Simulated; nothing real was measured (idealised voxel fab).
This section sets out a process module, namely voxel capacitor over wiring.
For reference, the cross-section in this document is cut, with width 165 nm and square cells of 5 nm.
Notation: cross-section as square-cell grid; stated in bands, top first, going down; one or more cell rows per band.
Each band's line starts with the height of the band's top and of its bottom, in nm. Then come its materials from left to right, each with its width in nm. One material with "all across" fills the band from edge to edge. "blank" is empty space.
Ref level 0: as-received wafer is one material below here. Bottom band extends down with no lower bound ("top 0, no bottom").
Think of "30..40" as a width that walks from the first number to the second as you go down the band, top row to bottom row, taking equal-sized steps from row to row.
"nothing altered" -> step changed no cross-section cell.
Basically, "Closed void list" tells you about the enclosed voids: empty spaces with no open way to the top, 8 cells or bigger, each written width x height at distance, where distance is from the left edge, all in nm.
Formally, on a step line, whatever follows the settings is a remark that the simulator itself makes on the step.
"overlay nm" answers the question of how far to the right of plan the mask lay on a step that has a mask, and when it is negative the answer is to the left.
In what follows, pairs of cross-sections are presented, each taken before and after one process step, with the after cross-section shown only down to the lowest band that was altered; the step, together with its settings, is stated below the pair. The pairs may stem from different runs of this module on the same starting wafer; accordingly, a pair should be taken as continuing from the one above it solely where its entry headed "State on entry" indicates as much.

State on entry
- top 100, bottom 95  SiO2 45 nm  TiN 15 nm  SiO2 105 nm
- top 95, bottom 85  SiO2 35 nm  TiN 25 nm  SiO2 105 nm
- top 85, bottom 80  SiO2 35 nm  SiN 25 nm  TiN 45 nm  SiO2 60 nm
- top 80, bottom 75  SiO2 30 nm  TiN 75 nm  SiO2 60 nm
- top 75, bottom 70  SiO2 30 nm  TiN 30 nm  SiN 45 nm  SiO2 60 nm
- top 70, bottom 60  SiO2 25 nm  Ru 35 nm  TiN 50 nm  SiO2 55 nm
- top 60, bottom 45  SiO2 35 nm  Ru 15 nm  SiO2 115 nm
- top 45, bottom 40  SiCN 35 nm  Ru 15 nm  SiCN 115 nm
- top 40, bottom 20  lowk 25 nm  TiN 5 nm  W 15 nm  TiN 5 nm  lowk 65 nm  TiN 5 nm  W 15 nm  TiN 5 nm  lowk 25 nm
- top 20, bottom 15  SiN 25 nm  TiN 25 nm  SiN 65 nm  TiN 25 nm  SiN 25 nm
- top 15, bottom 0  SiO2 all across
- top 0, no bottom  Si all across
- Closed void list: none

Cross-Section Thereafter
- top 105, bottom 100  SiCN all across
- Below 100 it's all the same as before, nothing changed down there.
- Closed void list: none
The step carried out between the cross-section before it and the cross-section after it, both shown above, is op CONFORMAL_DEP | material SiCN | thk nm 5

State on entry
- top 60, bottom 45  SiO2 35 nm  Ru 15 nm  SiO2 115 nm
- top 45, bottom 40  SiCN 35 nm  Ru 15 nm  SiCN 115 nm
- top 40, bottom 20  lowk 25 nm  TiN 5 nm  W 15 nm  TiN 5 nm  lowk 65 nm  TiN 5 nm  W 15 nm  TiN 5 nm  lowk 25 nm
- top 20, bottom 15  SiN 25 nm  TiN 25 nm  SiN 65 nm  TiN 25 nm  SiN 25 nm
- top 15, bottom 0  SiO2 all across
- top 0, no bottom  Si all across
- Closed void list: none

Cross-Section Thereafter
- top 65, bottom 60  SiN all across
- Below 60 it's all the same as before, nothing changed down there.
- Closed void list: none
The step carried out between the cross-section before it and the cross-section after it, both shown above, is op DIRECTIONAL_DEP | material SiN | thk nm 5

State on entry: nothing new to draw here, it's the after view of the pair just above.

Cross-Section Thereafter
- top 75, bottom 65  TiN all across
- Below 65 it's all the same as before, nothing changed down there.
- Closed void list: none
The step carried out between the cross-section before it and the cross-section after it, both shown above, is op DIRECTIONAL_DEP | material TiN | thk nm 10

State on entry: nothing new to draw here, it's the after view of the pair just above.

Cross-Section Thereafter
- top 85, bottom 65  TiN all across
- Below 65 it's all the same as before, nothing changed down there.
- Closed void list: none
The step carried out between the cross-section before it and the cross-section after it, both shown above, is op DIRECTIONAL_DEP | material TiN | thk nm 10

State on entry: nothing new to draw here, it's the after view of the pair just above.

Cross-Section Thereafter
- top 105, bottom 85  blank 35 nm  resist 70 nm  blank 60 nm
- Below 85 it's all the same as before, nothing changed down there.
- Closed void list: none
The step carried out between the cross-section before it and the cross-section after it, both shown above, is op PATTERN | tone cover | mask id UPPER_PLATE | material resist | width nm 70 | thk nm 20 | overlay nm 0

State on entry: nothing new to draw here, it's the after view of the pair just above.

Cross-Section Thereafter
- top 105, bottom 85  blank 35 nm  resist 70 nm  blank 60 nm
- top 85, bottom 75  blank 35 nm  TiN 70 nm  blank 60 nm
- Below 75 it's all the same as before, nothing changed down there.
- Closed void list: none
The step carried out between the cross-section before it and the cross-section after it, both shown above, is op DIRECTIONAL_ETCH | etch materials TiN | depth nm 10

State on entry: nothing new to draw here, it's the after view of the pair just above.

Cross-Section Thereafter
- top 85, bottom 75  blank 35 nm  TiN 70 nm  blank 60 nm
- Below 75 it's all the same as before, nothing changed down there.
- Closed void list: none
The step carried out between the cross-section before it and the cross-section after it, both shown above, is op STRIP | etch materials resist

State on entry: nothing new to draw here, it's the after view of the pair just above.

Cross-Section Thereafter
- top 85, bottom 75  blank 35 nm  TiN 70 nm  blank 60 nm
- top 75, bottom 65  blank 30 nm  TiN 80 nm  blank 55 nm
- Below 65 it's all the same as before, nothing changed down there.
- Closed void list: none
The step carried out between the cross-section before it and the cross-section after it, both shown above, is op MASKED_ETCH | tone cover | mask id LOWER_PLATE | width nm 80 | etch materials TiN | depth nm 10 | overlay nm 0

State on entry: nothing new to draw here, it's the after view of the pair just above.

Cross-Section Thereafter
- top 105, bottom 85  SiO2 all across
- top 85, bottom 75  SiO2 35 nm  TiN 70 nm  SiO2 60 nm
- top 75, bottom 65  SiO2 30 nm  TiN 80 nm  SiO2 55 nm
- Below 65 it's all the same as before, nothing changed down there.
- Closed void list: none
The step carried out between the cross-section before it and the cross-section after it, both shown above, is op FILL_DEP | material SiO2 | thk nm 20

State on entry: nothing new to draw here, it's the after view of the pair just above.

Cross-Section Thereafter
- top 100, bottom 85  SiO2 all across
- Below 85 it's all the same as before, nothing changed down there.
- Closed void list: none
The step carried out between the cross-section before it and the cross-section after it, both shown above, is op CMP | height nm 100

State on entry: nothing new to draw here, it's the after view of the pair just above.

Cross-Section Thereafter
- top 115, bottom 100  aC all across
- Below 100 it's all the same as before, nothing changed down there.
- Closed void list: none
The step carried out between the cross-section before it and the cross-section after it, both shown above, is op DIRECTIONAL_DEP | material aC | thk nm 15

State on entry: nothing new to draw here, it's the after view of the pair just above.

Cross-Section Thereafter
- top 150, bottom 115  resist 45 nm  blank 15 nm  resist 105 nm
- Below 115 it's all the same as before, nothing changed down there.
- Closed void list: none
The step carried out between the cross-section before it and the cross-section after it, both shown above, is op PATTERN | tone open | mask id PLUG_2 | material resist | width nm 15 | thk nm 35 | overlay nm 0

State on entry: nothing new to draw here, it's the after view of the pair just above.

Cross-Section Thereafter
- top 135, bottom 115  resist 45 nm  blank 15 nm  resist 105 nm
- top 115, bottom 100  aC 45 nm  blank 15 nm  aC 105 nm
- Below 100 it's all the same as before, nothing changed down there.
- Closed void list: none
The step carried out between the cross-section before it and the cross-section after it, both shown above, is op DIRECTIONAL_ETCH | etch materials aC | depth nm 15

State on entry: nothing new to draw here, it's the after view of the pair just above.

Cross-Section Thereafter
- top 115, bottom 100  aC 45 nm  blank 15 nm  aC 105 nm
- Below 100 it's all the same as before, nothing changed down there.
- Closed void list: none
The step carried out between the cross-section before it and the cross-section after it, both shown above, is op STRIP | etch materials resist

State on entry: nothing new to draw here, it's the after view of the pair just above.

Cross-Section Thereafter
- top 115, bottom 100  aC 45 nm  blank 15 nm  aC 105 nm
- top 100, bottom 85  SiO2 45 nm  blank 15 nm  SiO2 105 nm
- Below 85 it's all the same as before, nothing changed down there.
- Closed void list: none
The step carried out between the cross-section before it and the cross-section after it, both shown above, is op DIRECTIONAL_ETCH | etch materials SiO2 | depth nm 15

State on entry: nothing new to draw here, it's the after view of the pair just above.

Cross-Section Thereafter
- top 100, bottom 85  SiO2 45 nm  blank 15 nm  SiO2 105 nm
- Below 85 it's all the same as before, nothing changed down there.
- Closed void list: none
The step carried out between the cross-section before it and the cross-section after it, both shown above, is op STRIP | etch materials aC

State on entry: nothing new to draw here, it's the after view of the pair just above.

Cross-Section Thereafter
- top 105, bottom 100  TiN 50 nm  blank 5 nm  TiN 110 nm
- top 100, bottom 90  SiO2 45 nm  TiN 5 nm  blank 5 nm  TiN 5 nm  SiO2 105 nm
- top 90, bottom 85  SiO2 45 nm  TiN 15 nm  SiO2 105 nm
- Below 85 it's all the same as before, nothing changed down there.
- Closed void list: none
The step carried out between the cross-section before it and the cross-section after it, both shown above, is op CONFORMAL_DEP | material TiN | thk nm 5

State on entry: nothing new to draw here, it's the after view of the pair just above.

Cross-Section Thereafter
- top 115, bottom 105  Ru all across
- top 105, bottom 100  TiN 50 nm  Ru 5 nm  TiN 110 nm
- top 100, bottom 90  SiO2 45 nm  TiN 5 nm  Ru 5 nm  TiN 5 nm  SiO2 105 nm
- Below 90 it's all the same as before, nothing changed down there.
- Closed void list: none
The step carried out between the cross-section before it and the cross-section after it, both shown above, is op FILL_DEP | material Ru | thk nm 10

State on entry: nothing new to draw here, it's the after view of the pair just above.

Cross-Section Thereafter
- top 100, bottom 90  SiO2 45 nm  TiN 5 nm  Ru 5 nm  TiN 5 nm  SiO2 105 nm
- Below 90 it's all the same as before, nothing changed down there.
- Closed void list: none
The step carried out between the cross-section before it and the cross-section after it, both shown above, is op CMP | height nm 100

State on entry: nothing new to draw here, it's the after view of the pair just above.

Cross-Section Thereafter
- top 105, bottom 100  SiCN all across
- Below 100 it's all the same as before, nothing changed down there.
- Closed void list: none
The step carried out between the cross-section before it and the cross-section after it, both shown above, is op CONFORMAL_DEP | material SiCN | thk nm 5

State on entry
- top 0, no bottom  Si all across
- Closed void list: none

Cross-Section Thereafter
- top 20, bottom 0  SiO2 all across
- Below 0 it's all the same as before, nothing changed down there.
- Closed void list: none
The step carried out between the cross-section before it and the cross-section after it, both shown above, is op CONFORMAL_DEP | material SiO2 | thk nm 20

State on entry: nothing new to draw here, it's the after view of the pair just above.

Cross-Section Thereafter
- top 25, bottom 20  SiN all across
- Below 20 it's all the same as before, nothing changed down there.
- Closed void list: none
The step carried out between the cross-section before it and the cross-section after it, both shown above, is op CONFORMAL_DEP | material SiN | thk nm 5

State on entry: nothing new to draw here, it's the after view of the pair just above.

Cross-Section Thereafter
- top 45, bottom 25  lowk all across
- Below 25 it's all the same as before, nothing changed down there.
- Closed void list: none
The step carried out between the cross-section before it and the cross-section after it, both shown above, is op DIRECTIONAL_DEP | material lowk | thk nm 20

State on entry: nothing new to draw here, it's the after view of the pair just above.

Cross-Section Thereafter
- top 60, bottom 45  resist 25 nm  blank 25 nm  resist 65 nm  blank 25 nm  resist 25 nm
- Below 45 it's all the same as before, nothing changed down there.
- Closed void list: none
The step carried out between the cross-section before it and the cross-section after it, both shown above, is op PATTERN | tone open | mask id METAL_1 | material resist | width nm 25 | pitch nm 90 | thk nm 15 | overlay nm 0

State on entry: nothing new to draw here, it's the after view of the pair just above.

Cross-Section Thereafter
- top 60, bottom 45  resist 25 nm  blank 25 nm  resist 65 nm  blank 25 nm  resist 25 nm
- top 45, bottom 25  lowk 25 nm  blank 25 nm  lowk 65 nm  blank 25 nm  lowk 25 nm
- Below 25 it's all the same as before, nothing changed down there.
- Closed void list: none
The step carried out between the cross-section before it and the cross-section after it, both shown above, is op DIRECTIONAL_ETCH | etch materials lowk | depth nm 20

State on entry: nothing new to draw here, it's the after view of the pair just above.

Cross-Section Thereafter
- top 60, bottom 45  resist 25 nm  blank 25 nm  resist 65 nm  blank 25 nm  resist 25 nm
- top 45, bottom 25  lowk 25 nm  blank 25 nm  lowk 65 nm  blank 25 nm  lowk 25 nm
- top 25, bottom 20  SiN 25 nm  blank 25 nm  SiN 65 nm  blank 25 nm  SiN 25 nm
- Below 20 it's all the same as before, nothing changed down there.
- Closed void list: none
The step carried out between the cross-section before it and the cross-section after it, both shown above, is op DIRECTIONAL_ETCH | etch materials SiN | depth nm 5

State on entry: nothing new to draw here, it's the after view of the pair just above.

Cross-Section Thereafter
- top 45, bottom 25  lowk 25 nm  blank 25 nm  lowk 65 nm  blank 25 nm  lowk 25 nm
- Below 25 it's all the same as before, nothing changed down there.
- Closed void list: none
The step carried out between the cross-section before it and the cross-section after it, both shown above, is op STRIP | etch materials resist

State on entry: nothing new to draw here, it's the after view of the pair just above.

Cross-Section Thereafter
- top 50, bottom 45  TiN 30 nm  blank 15 nm  TiN 75 nm  blank 15 nm  TiN 30 nm
- top 45, bottom 25  lowk 25 nm  TiN 5 nm  blank 15 nm  TiN 5 nm  lowk 65 nm  TiN 5 nm  blank 15 nm  TiN 5 nm  lowk 25 nm
- top 25, bottom 20  SiN 25 nm  TiN 25 nm  SiN 65 nm  TiN 25 nm  SiN 25 nm
- Below 20 it's all the same as before, nothing changed down there.
- Closed void list: none
The step carried out between the cross-section before it and the cross-section after it, both shown above, is op CONFORMAL_DEP | material TiN | thk nm 5

State on entry: nothing new to draw here, it's the after view of the pair just above.

Cross-Section Thereafter
- top 60, bottom 50  W all across
- top 50, bottom 45  TiN 30 nm  W 15 nm  TiN 75 nm  W 15 nm  TiN 30 nm
- top 45, bottom 25  lowk 25 nm  TiN 5 nm  W 15 nm  TiN 5 nm  lowk 65 nm  TiN 5 nm  W 15 nm  TiN 5 nm  lowk 25 nm
- Below 25 it's all the same as before, nothing changed down there.
- Closed void list: none
The step carried out between the cross-section before it and the cross-section after it, both shown above, is op FILL_DEP | material W | thk nm 10

State on entry: nothing new to draw here, it's the after view of the pair just above.

Cross-Section Thereafter
- top 40, bottom 25  lowk 25 nm  TiN 5 nm  W 15 nm  TiN 5 nm  lowk 65 nm  TiN 5 nm  W 15 nm  TiN 5 nm  lowk 25 nm
- Below 25 it's all the same as before, nothing changed down there.
- Closed void list: none
The step carried out between the cross-section before it and the cross-section after it, both shown above, is op CMP | height nm 40

State on entry: nothing new to draw here, it's the after view of the pair just above.

Cross-Section Thereafter
- top 45, bottom 40  SiCN all across
- Below 40 it's all the same as before, nothing changed down there.
- Closed void list: none
The step carried out between the cross-section before it and the cross-section after it, both shown above, is op CONFORMAL_DEP | material SiCN | thk nm 5

State on entry: nothing new to draw here, it's the after view of the pair just above.

Cross-Section Thereafter
- top 60, bottom 45  SiO2 all across
- Below 45 it's all the same as before, nothing changed down there.
- Closed void list: none
The step carried out between the cross-section before it and the cross-section after it, both shown above, is op DIRECTIONAL_DEP | material SiO2 | thk nm 15

State on entry: nothing new to draw here, it's the after view of the pair just above.

Cross-Section Thereafter
- top 60, bottom 45  SiO2 35 nm  blank 15 nm  SiO2 115 nm
- Below 45 it's all the same as before, nothing changed down there.
- Closed void list: none
The step carried out between the cross-section before it and the cross-section after it, both shown above, is op MASKED_ETCH | tone open | mask id PLUG_1 | width nm 15 | etch materials SiO2 | depth nm 15 | overlay nm 0

State on entry: nothing new to draw here, it's the after view of the pair just above.

Cross-Section Thereafter
- top 60, bottom 45  SiO2 35 nm  blank 15 nm  SiO2 115 nm
- top 45, bottom 40  SiCN 35 nm  blank 15 nm  SiCN 115 nm
- Below 40 it's all the same as before, nothing changed down there.
- Closed void list: none
The step carried out between the cross-section before it and the cross-section after it, both shown above, is op MASKED_ETCH | tone open | mask id PLUG_1 | width nm 15 | etch materials SiCN | depth nm 5 | overlay nm 0

State on entry: nothing new to draw here, it's the after view of the pair just above.

Cross-Section Thereafter
- top 60, bottom 50  SiO2 35 nm  blank 15 nm  SiO2 115 nm
- top 50, bottom 45  SiO2 35 nm  Ru 15 nm  SiO2 115 nm
- top 45, bottom 40  SiCN 35 nm  Ru 15 nm  SiCN 115 nm
- Below 40 it's all the same as before, nothing changed down there.
- Closed void list: none
The step carried out between the cross-section before it and the cross-section after it, both shown above, is op EPI | material Ru | thk nm 10

State on entry: nothing new to draw here, it's the after view of the pair just above.

Cross-Section Thereafter
- top 60, bottom 45  SiO2 35 nm  Ru 15 nm  SiO2 115 nm
- Below 45 it's all the same as before, nothing changed down there.
- Closed void list: none
The step carried out between the cross-section before it and the cross-section after it, both shown above, is op EPI | material Ru | thk nm 10

State on entry: nothing new to draw here, it's the after view of the pair just above.

Cross-Section Thereafter
- top 70, bottom 60  TiN all across
- Below 60 it's all the same as before, nothing changed down there.
- Closed void list: none
The step carried out between the cross-section before it and the cross-section after it, both shown above, is op DIRECTIONAL_DEP | material TiN | thk nm 10

State on entry: nothing new to draw here, it's the after view of the pair just above.

Cross-Section Thereafter
- top 75, bottom 70  SiN all across
- Below 70 it's all the same as before, nothing changed down there.
- Closed void list: none
The step carried out between the cross-section before it and the cross-section after it, both shown above, is op DIRECTIONAL_DEP | material SiN | thk nm 5

State on entry: nothing new to draw here, it's the after view of the pair just above.

Cross-Section Thereafter
- top 85, bottom 75  TiN all across
- Below 75 it's all the same as before, nothing changed down there.
- Closed void list: none
The step carried out between the cross-section before it and the cross-section after it, both shown above, is op DIRECTIONAL_DEP | material TiN | thk nm 10

State on entry: nothing new to draw here, it's the after view of the pair just above.

Cross-Section Thereafter
- top 105, bottom 85  blank 35 nm  resist 70 nm  blank 60 nm
- Below 85 it's all the same as before, nothing changed down there.
- Closed void list: none
The step carried out between the cross-section before it and the cross-section after it, both shown above, is op PATTERN | tone cover | mask id UPPER_PLATE | material resist | width nm 70 | thk nm 20 | overlay nm 0

State on entry: nothing new to draw here, it's the after view of the pair just above.

Cross-Section Thereafter
- top 105, bottom 85  blank 35 nm  resist 70 nm  blank 60 nm
- top 85, bottom 75  blank 35 nm  TiN 70 nm  blank 60 nm
- Below 75 it's all the same as before, nothing changed down there.
- Closed void list: none
The step carried out between the cross-section before it and the cross-section after it, both shown above, is op DIRECTIONAL_ETCH | etch materials TiN | depth nm 10

State on entry: nothing new to draw here, it's the after view of the pair just above.

Cross-Section Thereafter
- top 105, bottom 85  blank 35 nm  resist 70 nm  blank 60 nm
- top 85, bottom 75  blank 35 nm  TiN 70 nm  blank 60 nm
- top 75, bottom 70  blank 35 nm  SiN 70 nm  blank 60 nm
- Below 70 it's all the same as before, nothing changed down there.
- Closed void list: none
The step carried out between the cross-section before it and the cross-section after it, both shown above, is op DIRECTIONAL_ETCH | etch materials SiN | depth nm 5

State on entry: nothing new to draw here, it's the after view of the pair just above.

Cross-Section Thereafter
- top 85, bottom 75  blank 35 nm  TiN 70 nm  blank 60 nm
- Below 75 it's all the same as before, nothing changed down there.
- Closed void list: none
The step carried out between the cross-section before it and the cross-section after it, both shown above, is op STRIP | etch materials resist

State on entry: nothing new to draw here, it's the after view of the pair just above.

Cross-Section Thereafter
- top 85, bottom 75  blank 35 nm  TiN 70 nm  blank 60 nm
- top 75, bottom 70  blank 35 nm  SiN 70 nm  blank 60 nm
- top 70, bottom 60  blank 30 nm  TiN 80 nm  blank 55 nm
- Below 60 it's all the same as before, nothing changed down there.
- Closed void list: none
The step carried out between the cross-section before it and the cross-section after it, both shown above, is op MASKED_ETCH | tone cover | mask id LOWER_PLATE | width nm 80 | etch materials TiN | depth nm 10 | overlay nm 0

State on entry: nothing new to draw here, it's the after view of the pair just above.

Cross-Section Thereafter
- top 105, bottom 85  SiO2 all across
- top 85, bottom 75  SiO2 35 nm  TiN 70 nm  SiO2 60 nm
- top 75, bottom 70  SiO2 35 nm  SiN 70 nm  SiO2 60 nm
- top 70, bottom 60  SiO2 30 nm  TiN 80 nm  SiO2 55 nm
- Below 60 it's all the same as before, nothing changed down there.
- Closed void list: none
The step carried out between the cross-section before it and the cross-section after it, both shown above, is op FILL_DEP | material SiO2 | thk nm 20

State on entry: nothing new to draw here, it's the after view of the pair just above.

Cross-Section Thereafter
- top 100, bottom 85  SiO2 all across
- Below 85 it's all the same as before, nothing changed down there.
- Closed void list: none
The step carried out between the cross-section before it and the cross-section after it, both shown above, is op CMP | height nm 100

State on entry: nothing new to draw here, it's the after view of the pair just above.

Cross-Section Thereafter
- top 115, bottom 100  aC all across
- Below 100 it's all the same as before, nothing changed down there.
- Closed void list: none
The step carried out between the cross-section before it and the cross-section after it, both shown above, is op DIRECTIONAL_DEP | material aC | thk nm 15

State on entry: nothing new to draw here, it's the after view of the pair just above.

Cross-Section Thereafter
- top 150, bottom 115  resist 45 nm  blank 15 nm  resist 105 nm
- Below 115 it's all the same as before, nothing changed down there.
- Closed void list: none
The step carried out between the cross-section before it and the cross-section after it, both shown above, is op PATTERN | tone open | mask id PLUG_2 | material resist | width nm 15 | thk nm 35 | overlay nm 0

State on entry: nothing new to draw here, it's the after view of the pair just above.

Cross-Section Thereafter
- top 135, bottom 115  resist 45 nm  blank 15 nm  resist 105 nm
- top 115, bottom 100  aC 45 nm  blank 15 nm  aC 105 nm
- Below 100 it's all the same as before, nothing changed down there.
- Closed void list: none
The step carried out between the cross-section before it and the cross-section after it, both shown above, is op DIRECTIONAL_ETCH | etch materials aC | depth nm 15

State on entry: nothing new to draw here, it's the after view of the pair just above.

Cross-Section Thereafter
- top 115, bottom 100  aC 45 nm  blank 15 nm  aC 105 nm
- Below 100 it's all the same as before, nothing changed down there.
- Closed void list: none
The step carried out between the cross-section before it and the cross-section after it, both shown above, is op STRIP | etch materials resist

State on entry: nothing new to draw here, it's the after view of the pair just above.

Cross-Section Thereafter
- top 115, bottom 100  aC 45 nm  blank 15 nm  aC 105 nm
- top 100, bottom 85  SiO2 45 nm  blank 15 nm  SiO2 105 nm
- Below 85 it's all the same as before, nothing changed down there.
- Closed void list: none
The step carried out between the cross-section before it and the cross-section after it, both shown above, is op DIRECTIONAL_ETCH | etch materials SiO2 | depth nm 15

State on entry: nothing new to draw here, it's the after view of the pair just above.

Cross-Section Thereafter
- top 100, bottom 85  SiO2 45 nm  blank 15 nm  SiO2 105 nm
- Below 85 it's all the same as before, nothing changed down there.
- Closed void list: none
The step carried out between the cross-section before it and the cross-section after it, both shown above, is op STRIP | etch materials aC

State on entry: nothing new to draw here, it's the after view of the pair just above.

Cross-Section Thereafter
- top 105, bottom 100  TiN 50 nm  blank 5 nm  TiN 110 nm
- top 100, bottom 90  SiO2 45 nm  TiN 5 nm  blank 5 nm  TiN 5 nm  SiO2 105 nm
- top 90, bottom 85  SiO2 45 nm  TiN 15 nm  SiO2 105 nm
- Below 85 it's all the same as before, nothing changed down there.
- Closed void list: none
The step carried out between the cross-section before it and the cross-section after it, both shown above, is op CONFORMAL_DEP | material TiN | thk nm 5

State on entry: nothing new to draw here, it's the after view of the pair just above.

Cross-Section Thereafter
- top 115, bottom 105  Ru all across
- top 105, bottom 100  TiN 50 nm  Ru 5 nm  TiN 110 nm
- top 100, bottom 90  SiO2 45 nm  TiN 5 nm  Ru 5 nm  TiN 5 nm  SiO2 105 nm
- Below 90 it's all the same as before, nothing changed down there.
- Closed void list: none
The step carried out between the cross-section before it and the cross-section after it, both shown above, is op FILL_DEP | material Ru | thk nm 10

State on entry: nothing new to draw here, it's the after view of the pair just above.

Cross-Section Thereafter
- top 100, bottom 90  SiO2 45 nm  TiN 5 nm  Ru 5 nm  TiN 5 nm  SiO2 105 nm
- Below 90 it's all the same as before, nothing changed down there.
- Closed void list: none
The step carried out between the cross-section before it and the cross-section after it, both shown above, is op CMP | height nm 100

State on entry: nothing new to draw here, it's the after view of the pair just above.

Cross-Section Thereafter
- top 105, bottom 100  SiCN all across
- Below 100 it's all the same as before, nothing changed down there.
- Closed void list: none
The step carried out between the cross-section before it and the cross-section after it, both shown above, is op CONFORMAL_DEP | material SiCN | thk nm 5

State on entry
- top 85, bottom 75  blank 35 nm  TiN 70 nm  blank 60 nm
- top 75, bottom 70  blank 35 nm  SiN 70 nm  blank 60 nm
- top 70, bottom 60  TiN all across
- top 60, bottom 45  SiO2 35 nm  Ru 15 nm  SiO2 115 nm
- top 45, bottom 40  SiCN 35 nm  Ru 15 nm  SiCN 115 nm
- top 40, bottom 20  lowk 25 nm  TiN 5 nm  W 15 nm  TiN 5 nm  lowk 65 nm  TiN 5 nm  W 15 nm  TiN 5 nm  lowk 25 nm
- top 20, bottom 15  SiN 25 nm  TiN 25 nm  SiN 65 nm  TiN 25 nm  SiN 25 nm
- top 15, bottom 0  SiO2 all across
- top 0, no bottom  Si all across
- Closed void list: none

Cross-Section Thereafter
- top 85, bottom 75  blank 35 nm  TiN 70 nm  blank 60 nm
- top 75, bottom 70  blank 35 nm  SiN 70 nm  blank 60 nm
- top 70, bottom 60  blank 30 nm  TiN 85 nm  blank 50 nm
- Below 60 it's all the same as before, nothing changed down there.
- Closed void list: none
The step carried out between the cross-section before it and the cross-section after it, both shown above, is op MASKED_ETCH | tone cover | mask id LOWER_PLATE | width nm 85 | etch materials TiN | depth nm 10 | overlay nm 0

State on entry: nothing new to draw here, it's the after view of the pair just above.

Cross-Section Thereafter
- top 105, bottom 85  SiO2 all across
- top 85, bottom 75  SiO2 35 nm  TiN 70 nm  SiO2 60 nm
- top 75, bottom 70  SiO2 35 nm  SiN 70 nm  SiO2 60 nm
- top 70, bottom 60  SiO2 30 nm  TiN 85 nm  SiO2 50 nm
- Below 60 it's all the same as before, nothing changed down there.
- Closed void list: none
The step carried out between the cross-section before it and the cross-section after it, both shown above, is op FILL_DEP | material SiO2 | thk nm 20

State on entry: nothing new to draw here, it's the after view of the pair just above.

Cross-Section Thereafter
- top 100, bottom 85  SiO2 all across
- Below 85 it's all the same as before, nothing changed down there.
- Closed void list: none
The step carried out between the cross-section before it and the cross-section after it, both shown above, is op CMP | height nm 100

State on entry: nothing new to draw here, it's the after view of the pair just above.

Cross-Section Thereafter
- top 115, bottom 100  aC all across
- Below 100 it's all the same as before, nothing changed down there.
- Closed void list: none
The step carried out between the cross-section before it and the cross-section after it, both shown above, is op DIRECTIONAL_DEP | material aC | thk nm 15

State on entry: nothing new to draw here, it's the after view of the pair just above.

Cross-Section Thereafter
- top 150, bottom 115  resist 45 nm  blank 15 nm  resist 105 nm
- Below 115 it's all the same as before, nothing changed down there.
- Closed void list: none
The step carried out between the cross-section before it and the cross-section after it, both shown above, is op PATTERN | tone open | mask id PLUG_2 | material resist | width nm 15 | thk nm 35 | overlay nm 0

State on entry: nothing new to draw here, it's the after view of the pair just above.

Cross-Section Thereafter
- top 135, bottom 115  resist 45 nm  blank 15 nm  resist 105 nm
- top 115, bottom 100  aC 45 nm  blank 15 nm  aC 105 nm
- Below 100 it's all the same as before, nothing changed down there.
- Closed void list: none
The step carried out between the cross-section before it and the cross-section after it, both shown above, is op DIRECTIONAL_ETCH | etch materials aC | depth nm 15

State on entry: nothing new to draw here, it's the after view of the pair just above.

Cross-Section Thereafter
- top 115, bottom 100  aC 45 nm  blank 15 nm  aC 105 nm
- Below 100 it's all the same as before, nothing changed down there.
- Closed void list: none
The step carried out between the cross-section before it and the cross-section after it, both shown above, is op STRIP | etch materials resist

State on entry: nothing new to draw here, it's the after view of the pair just above.

Cross-Section Thereafter
- top 115, bottom 100  aC 45 nm  blank 15 nm  aC 105 nm
- top 100, bottom 85  SiO2 45 nm  blank 15 nm  SiO2 105 nm
- Below 85 it's all the same as before, nothing changed down there.
- Closed void list: none
The step carried out between the cross-section before it and the cross-section after it, both shown above, is op DIRECTIONAL_ETCH | etch materials SiO2 | depth nm 15

State on entry: nothing new to draw here, it's the after view of the pair just above.

Cross-Section Thereafter
- top 100, bottom 85  SiO2 45 nm  blank 15 nm  SiO2 105 nm
- Below 85 it's all the same as before, nothing changed down there.
- Closed void list: none
The step carried out between the cross-section before it and the cross-section after it, both shown above, is op STRIP | etch materials aC

State on entry: nothing new to draw here, it's the after view of the pair just above.

Cross-Section Thereafter
- top 105, bottom 100  TiN 50 nm  blank 5 nm  TiN 110 nm
- top 100, bottom 90  SiO2 45 nm  TiN 5 nm  blank 5 nm  TiN 5 nm  SiO2 105 nm
- top 90, bottom 85  SiO2 45 nm  TiN 15 nm  SiO2 105 nm
- Below 85 it's all the same as before, nothing changed down there.
- Closed void list: none
The step carried out between the cross-section before it and the cross-section after it, both shown above, is op CONFORMAL_DEP | material TiN | thk nm 5

State on entry: nothing new to draw here, it's the after view of the pair just above.

Cross-Section Thereafter
- top 115, bottom 105  Ru all across
- top 105, bottom 100  TiN 50 nm  Ru 5 nm  TiN 110 nm
- top 100, bottom 90  SiO2 45 nm  TiN 5 nm  Ru 5 nm  TiN 5 nm  SiO2 105 nm
- Below 90 it's all the same as before, nothing changed down there.
- Closed void list: none
The step carried out between the cross-section before it and the cross-section after it, both shown above, is op FILL_DEP | material Ru | thk nm 10

State on entry: nothing new to draw here, it's the after view of the pair just above.

Cross-Section Thereafter
- top 100, bottom 90  SiO2 45 nm  TiN 5 nm  Ru 5 nm  TiN 5 nm  SiO2 105 nm
- Below 90 it's all the same as before, nothing changed down there.
- Closed void list: none
The step carried out between the cross-section before it and the cross-section after it, both shown above, is op CMP | height nm 100

State on entry: nothing new to draw here, it's the after view of the pair just above.

Cross-Section Thereafter
- top 105, bottom 100  SiCN all across
- Below 100 it's all the same as before, nothing changed down there.
- Closed void list: none
The step carried out between the cross-section before it and the cross-section after it, both shown above, is op CONFORMAL_DEP | material SiCN | thk nm 5

State on entry
- top 115, bottom 100  aC all across
- top 100, bottom 85  SiO2 all across
- top 85, bottom 75  SiO2 35 nm  TiN 70 nm  SiO2 60 nm
- top 75, bottom 70  SiO2 35 nm  SiN 70 nm  SiO2 60 nm
- top 70, bottom 60  SiO2 30 nm  TiN 80 nm  SiO2 55 nm
- top 60, bottom 45  SiO2 35 nm  Ru 15 nm  SiO2 115 nm
- top 45, bottom 40  SiCN 35 nm  Ru 15 nm  SiCN 115 nm
- top 40, bottom 20  lowk 25 nm  TiN 5 nm  W 15 nm  TiN 5 nm  lowk 65 nm  TiN 5 nm  W 15 nm  TiN 5 nm  lowk 25 nm
- top 20, bottom 15  SiN 25 nm  TiN 25 nm  SiN 65 nm  TiN 25 nm  SiN 25 nm
- top 15, bottom 0  SiO2 all across
- top 0, no bottom  Si all across
- Closed void list: none

Cross-Section Thereafter
- top 150, bottom 115  resist 40 nm  blank 15 nm  resist 110 nm
- Below 115 it's all the same as before, nothing changed down there.
- Closed void list: none
The step carried out between the cross-section before it and the cross-section after it, both shown above, is op PATTERN | tone open | mask id PLUG_2 | material resist | width nm 15 | thk nm 35 | overlay nm -5
